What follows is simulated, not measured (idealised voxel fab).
This is a process module. Its name is voxel tone inversion.
For reference, the cross-section in this document is cut, with width 270 nm and square cells of 5 nm.
Notation: cross-section as square-cell grid; stated in bands, top first, going down; one or more cell rows per band.
Each band's line starts with the height of the band's top and of its bottom, in nm. Then come its materials from left to right, each with its width in nm. One material with "throughout" fills the band from edge to edge. "blank" is empty space.
Heights are expressed relative to 0, this being the level below which the as-received wafer comprises one material exclusively. The lowest band is unbounded in the downward direction and is denoted as in "top 0, no bottom".
The notation "30->40" denotes a width that varies across the rows of cells in the band, beginning at the first number in the top row, finishing at the second number in the bottom row, and changing by an identical amount from each row to the next.
Where the words "nothing got changed" appear for a step, the cross-section shows no cell changed by that step; every cell remained as before.
Under "Voids lacking openings" you'll find the enclosed gaps, the ones with no way out to the top, that are 8 cells or bigger; each reads width x height at distance, with distance counted from the left edge, everything in nm.
On each step's line, the part that comes after the settings is the simulator's own comment on the step.
The setting "overlay nm" may be written on the line of a step. When the step uses a mask, the value reports how far to the right of the planned place the mask lay, and a negative value reports that it lay to the left.
### Process steps - plan
1 RECEIVE | material Si
2 CONFORMAL_DEP | material SiCN | thk nm 5
3 DIRECTIONAL_DEP | material aC | thk nm 15
4 PATTERN | tone cover | mask id POSTS | material resist | width nm 25 | pitch nm 55 | thk nm 20 | overlay nm 0
5 DIRECTIONAL_ETCH | etch materials aC | depth nm 15
6 STRIP | etch materials resist
7 FILL_DEP | material lowk | thk nm 5
8 CMP | height nm 20
9 STRIP | etch materials aC
### as received, after step 1
  top 0, no bottom: Si throughout
  Voids lacking openings: none
### Here's the wafer cut in cross-section after the module, started and planned just like above, except one thing was done wrong in the run
  top 20, bottom 5: 60 nm lowk | 25 nm blank | 30 nm lowk | 25 nm blank | 30 nm lowk | 25 nm blank | 75 nm lowk
  top 5, bottom 0: SiCN throughout
  top 0, no bottom: Si throughout
  Voids lacking openings: none
What broke from the plan during processing? off-plan run, step 4, actual operation and settings PATTERN | tone cover | mask id POSTS | material resist | width nm 25 | pitch nm 55 | thk nm 20 | overlay nm -5
